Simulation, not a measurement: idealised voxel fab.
process module | voxel capacitor over wiring
cross-section cut | 245 nm wide | cells 5 nm
A cross-section is a grid of square cells, given in bands from the top down. A band is one or more rows of cells.
Each band's line starts with the height of the band's top and of its bottom, in nm. Then come its materials from left to right, each with its width in nm. One material with "throughout" fills the band from edge to edge. "air" is empty space.
Height 0 is the level under which the wafer as received is all one material. The lowest band goes on downwards, as in "0 down".
A width such as "30 to 40" changes by the same amount from each row of cells to the next, from the band's top row to its bottom row.
"no change" after a step means that no cell of the cross-section changed.
closed voids: empty space of 8 cells or more with no open way to the top, each as width x height at its distance from the left edge, in nm
after a step's settings: what the simulator itself notes on the step
overlay nm, on a step with a mask: how far to the right of its planned place the mask lay; to the left if negative
plan
1 op RECEIVE | material Si
2 op CONFORMAL_DEP | material SiO2 | thk nm 15
3 op CONFORMAL_DEP | material SiCN | thk nm 5
4 op DIRECTIONAL_DEP | material SiO2 | thk nm 25
5 op DIRECTIONAL_DEP | material aC | thk nm 15
6 op PATTERN | tone open | mask id METAL_1 | material resist | width nm 25 | pitch nm 80 | thk nm 30 | overlay nm 0
7 op DIRECTIONAL_ETCH | etch materials aC | depth nm 15
8 op STRIP | etch materials resist
9 op DIRECTIONAL_ETCH | etch materials SiO2 | depth nm 25
10 op DIRECTIONAL_ETCH | etch materials SiCN | depth nm 5
11 op STRIP | etch materials aC
12 op CONFORMAL_DEP | material TiN | thk nm 5
13 op FILL_DEP | material Cu | thk nm 5
14 op CMP | height nm 45
15 op CONFORMAL_DEP | material SiCN | thk nm 5
16 op DIRECTIONAL_DEP | material SiO2 | thk nm 10
17 op DIRECTIONAL_DEP | material aC | thk nm 10
18 op PATTERN | tone open | mask id PLUG_1 | material resist | width nm 15 | thk nm 25 | overlay nm 0
19 op DIRECTIONAL_ETCH | etch materials aC | depth nm 10
20 op STRIP | etch materials resist
21 op DIRECTIONAL_ETCH | etch materials SiO2 | depth nm 10
22 op DIRECTIONAL_ETCH | etch materials SiCN | depth nm 5
23 op STRIP | etch materials aC
24 op CONFORMAL_DEP | material TiN | thk nm 5
25 op FILL_DEP | material Ru | thk nm 5
26 op CMP | height nm 60
27 op DIRECTIONAL_DEP | material TiN | thk nm 10
28 op DIRECTIONAL_DEP | material HfO2 | thk nm 5
29 op DIRECTIONAL_DEP | material TiN | thk nm 5
30 op DIRECTIONAL_DEP | material aC | thk nm 15
31 op PATTERN | tone cover | mask id UPPER_PLATE | material resist | width nm 60 | thk nm 30 | overlay nm 0
32 op DIRECTIONAL_ETCH | etch materials aC | depth nm 15
33 op STRIP | etch materials resist
34 op DIRECTIONAL_ETCH | etch materials TiN | depth nm 5
35 op DIRECTIONAL_ETCH | etch materials HfO2 | depth nm 5
36 op STRIP | etch materials aC
37 op PATTERN | tone cover | mask id LOWER_PLATE | material resist | width nm 70 | thk nm 20 | overlay nm 0
38 op DIRECTIONAL_ETCH | etch materials TiN | depth nm 10
39 op STRIP | etch materials resist
40 op FILL_DEP | material SiO2 | thk nm 20
41 op CMP | height nm 95
42 op PATTERN | tone open | mask id PLUG_2 | material resist | width nm 15 | thk nm 20 | overlay nm 0
43 op DIRECTIONAL_ETCH | etch materials SiO2 | depth nm 15
44 op STRIP | etch materials resist
45 op CONFORMAL_DEP | material TiN | thk nm 5
46 op FILL_DEP | material Ru | thk nm 5
47 op CMP | height nm 95
48 op CONFORMAL_DEP | material SiCN | thk nm 5
first wafer, as planned
as received, after step 1
  0 down: Si throughout
  closed voids: none
after step 2
  15 to 0: SiO2 throughout
  below 0: unchanged
after step 3
  20 to 15: SiCN throughout
  below 15: unchanged
after step 4
  45 to 20: SiO2 throughout
  below 20: unchanged
after step 5
  60 to 45: aC throughout
  below 45: unchanged
after step 6
  90 to 60: resist 70 | air 25 | resist 55 | air 25 | resist 70
  below 60: unchanged
after step 7
  75 to 60: resist 70 | air 25 | resist 55 | air 25 | resist 70
  60 to 45: aC 70 | air 25 | aC 55 | air 25 | aC 70
  below 45: unchanged
after step 8
  60 to 45: aC 70 | air 25 | aC 55 | air 25 | aC 70
  below 45: unchanged
after step 9
  60 to 45: aC 70 | air 25 | aC 55 | air 25 | aC 70
  45 to 20: SiO2 70 | air 25 | SiO2 55 | air 25 | SiO2 70
  below 20: unchanged
after step 10
  60 to 45: aC 70 | air 25 | aC 55 | air 25 | aC 70
  45 to 20: SiO2 70 | air 25 | SiO2 55 | air 25 | SiO2 70
  20 to 15: SiCN 70 | air 25 | SiCN 55 | air 25 | SiCN 70
  below 15: unchanged
after step 11
  45 to 20: SiO2 70 | air 25 | SiO2 55 | air 25 | SiO2 70
  below 20: unchanged
after step 12
  50 to 45: TiN 75 | air 15 | TiN 65 | air 15 | TiN 75
  45 to 20: SiO2 70 | TiN 5 | air 15 | TiN 5 | SiO2 55 | TiN 5 | air 15 | TiN 5 | SiO2 70
  20 to 15: SiCN 70 | TiN 25 | SiCN 55 | TiN 25 | SiCN 70
  below 15: unchanged
after step 13
  55 to 50: Cu throughout
  50 to 45: TiN 75 | Cu 15 | TiN 65 | Cu 15 | TiN 75
  45 to 20: SiO2 70 | TiN 5 | Cu 15 | TiN 5 | SiO2 55 | TiN 5 | Cu 15 | TiN 5 | SiO2 70
  below 20: unchanged
after step 14
  45 to 20: SiO2 70 | TiN 5 | Cu 15 | TiN 5 | SiO2 55 | TiN 5 | Cu 15 | TiN 5 | SiO2 70
  below 20: unchanged
after step 15
  50 to 45: SiCN throughout
  below 45: unchanged
after step 16
  60 to 50: SiO2 throughout
  below 50: unchanged
after step 17
  70 to 60: aC throughout
  below 60: unchanged
after step 18
  95 to 70: resist 80 | air 15 | resist 150
  below 70: unchanged
after step 19
  85 to 70: resist 80 | air 15 | resist 150
  70 to 60: aC 80 | air 15 | aC 150
  below 60: unchanged
after step 20
  70 to 60: aC 80 | air 15 | aC 150
  below 60: unchanged
after step 21
  70 to 60: aC 80 | air 15 | aC 150
  60 to 50: SiO2 80 | air 15 | SiO2 150
  below 50: unchanged
after step 22
  70 to 60: aC 80 | air 15 | aC 150
  60 to 50: SiO2 80 | air 15 | SiO2 150
  50 to 45: SiCN 80 | air 15 | SiCN 150
  below 45: unchanged
after step 23
  60 to 50: SiO2 80 | air 15 | SiO2 150
  below 50: unchanged
after step 24
  65 to 60: TiN 85 | air 5 | TiN 155
  60 to 50: SiO2 80 | TiN 5 | air 5 | TiN 5 | SiO2 150
  50 to 45: SiCN 80 | TiN 15 | SiCN 150
  below 45: unchanged
after step 25
  70 to 65: Ru throughout
  65 to 60: TiN 85 | Ru 5 | TiN 155
  60 to 50: SiO2 80 | TiN 5 | Ru 5 | TiN 5 | SiO2 150
  below 50: unchanged
after step 26
  60 to 50: SiO2 80 | TiN 5 | Ru 5 | TiN 5 | SiO2 150
  below 50: unchanged
after step 27
  70 to 60: TiN throughout
  below 60: unchanged
after step 28
  75 to 70: HfO2 throughout
  below 70: unchanged
after step 29
  80 to 75: TiN throughout
  below 75: unchanged
after step 30
  95 to 80: aC throughout
  below 80: unchanged
after step 31
  125 to 95: air 80 | resist 60 | air 105
  below 95: unchanged
after step 32
  110 to 95: air 80 | resist 60 | air 105
  95 to 80: air 80 | aC 60 | air 105
  below 80: unchanged
after step 33
  95 to 80: air 80 | aC 60 | air 105
  below 80: unchanged
after step 34
  95 to 80: air 80 | aC 60 | air 105
  80 to 75: air 80 | TiN 60 | air 105
  below 75: unchanged
after step 35
  95 to 80: air 80 | aC 60 | air 105
  80 to 75: air 80 | TiN 60 | air 105
  75 to 70: air 80 | HfO2 60 | air 105
  below 70: unchanged
after step 36
  80 to 75: air 80 | TiN 60 | air 105
  below 75: unchanged
after step 37
  100 to 80: air 75 | resist 70 | air 100
  80 to 75: air 75 | resist 5 | TiN 60 | resist 5 | air 100
  75 to 70: air 75 | resist 5 | HfO2 60 | resist 5 | air 100
  below 70: unchanged
after step 38
  100 to 80: air 75 | resist 70 | air 100
  80 to 75: air 75 | resist 5 | TiN 60 | resist 5 | air 100
  75 to 70: air 75 | resist 5 | HfO2 60 | resist 5 | air 100
  70 to 60: air 75 | TiN 70 | air 100
  below 60: unchanged
after step 39
  80 to 75: air 80 | TiN 60 | air 105
  75 to 70: air 80 | HfO2 60 | air 105
  below 70: unchanged
after step 40
  100 to 80: SiO2 throughout
  80 to 75: SiO2 80 | TiN 60 | SiO2 105
  75 to 70: SiO2 80 | HfO2 60 | SiO2 105
  70 to 60: SiO2 75 | TiN 70 | SiO2 100
  below 60: unchanged
after step 41
  95 to 80: SiO2 throughout
  below 80: unchanged
after step 42
  115 to 95: resist 90 | air 15 | resist 140
  below 95: unchanged
after step 43
  115 to 95: resist 90 | air 15 | resist 140
  95 to 80: SiO2 90 | air 15 | SiO2 140
  below 80: unchanged
after step 44
  95 to 80: SiO2 90 | air 15 | SiO2 140
  below 80: unchanged
after step 45
  100 to 95: TiN 95 | air 5 | TiN 145
  95 to 85: SiO2 90 | TiN 5 | air 5 | TiN 5 | SiO2 140
  85 to 75: SiO2 90 to 80 | TiN 15 to 60 | SiO2 140 to 105
  below 75: unchanged
after step 46
  105 to 100: Ru throughout
  100 to 95: TiN 95 | Ru 5 | TiN 145
  95 to 85: SiO2 90 | TiN 5 | Ru 5 | TiN 5 | SiO2 140
  below 85: unchanged
after step 47
  95 to 85: SiO2 90 | TiN 5 | Ru 5 | TiN 5 | SiO2 140
  below 85: unchanged
after step 48
  100 to 95: SiCN throughout
  below 95: unchanged
second wafer: like start, like plan, one mistake. Through step 36 it matches the first wafer
when step 37 should have ended
  100 to 80: resist 75 | air 70 | resist 100
  80 to 75: resist 75 | air 5 | TiN 60 | air 5 | resist 100
  75 to 70: resist 75 | air 5 | HfO2 60 | air 5 | resist 100
  below 70: unchanged
when step 38 should have ended
  100 to 75: resist 75 | air 70 | resist 100
  75 to 70: resist 75 | air 5 | HfO2 60 | air 5 | resist 100
  70 to 60: TiN 75 | air 5 | TiN 60 | air 5 | TiN 100
  below 60: unchanged
when step 39 should have ended
  75 to 70: air 80 | HfO2 60 | air 105
  below 70: unchanged
when step 40 should have ended
  95 to 75: SiO2 throughout
  75 to 70: SiO2 80 | HfO2 60 | SiO2 105
  70 to 60: TiN 75 | SiO2 5 | TiN 60 | SiO2 5 | TiN 100
  below 60: unchanged
when step 41 should have ended: no change
when step 42 should have ended
  115 to 95: resist 90 | air 15 | resist 140
  below 95: unchanged
when step 43 should have ended
  115 to 95: resist 90 | air 15 | resist 140
  95 to 80: SiO2 90 | air 15 | SiO2 140
  below 80: unchanged
when step 44 should have ended
  95 to 80: SiO2 90 | air 15 | SiO2 140
  below 80: unchanged
when step 45 should have ended
  100 to 95: TiN 95 | air 5 | TiN 145
  95 to 85: SiO2 90 | TiN 5 | air 5 | TiN 5 | SiO2 140
  85 to 80: SiO2 90 | TiN 15 | SiO2 140
  below 80: unchanged
when step 46 should have ended
  105 to 100: Ru throughout
  100 to 95: TiN 95 | Ru 5 | TiN 145
  95 to 85: SiO2 90 | TiN 5 | Ru 5 | TiN 5 | SiO2 140
  below 85: unchanged
when step 47 should have ended
  95 to 85: SiO2 90 | TiN 5 | Ru 5 | TiN 5 | SiO2 140
  below 85: unchanged
when step 48 should have ended
  100 to 95: SiCN throughout
  below 95: unchanged
what went wrong: step 37 ran as: op PATTERN | tone open | mask id LOWER_PLATE | material resist | width nm 70 | thk nm 20 | overlay nm 0
at the end the second wafer has, in cells: 54 fewer of SiO2 | 54 more of TiN
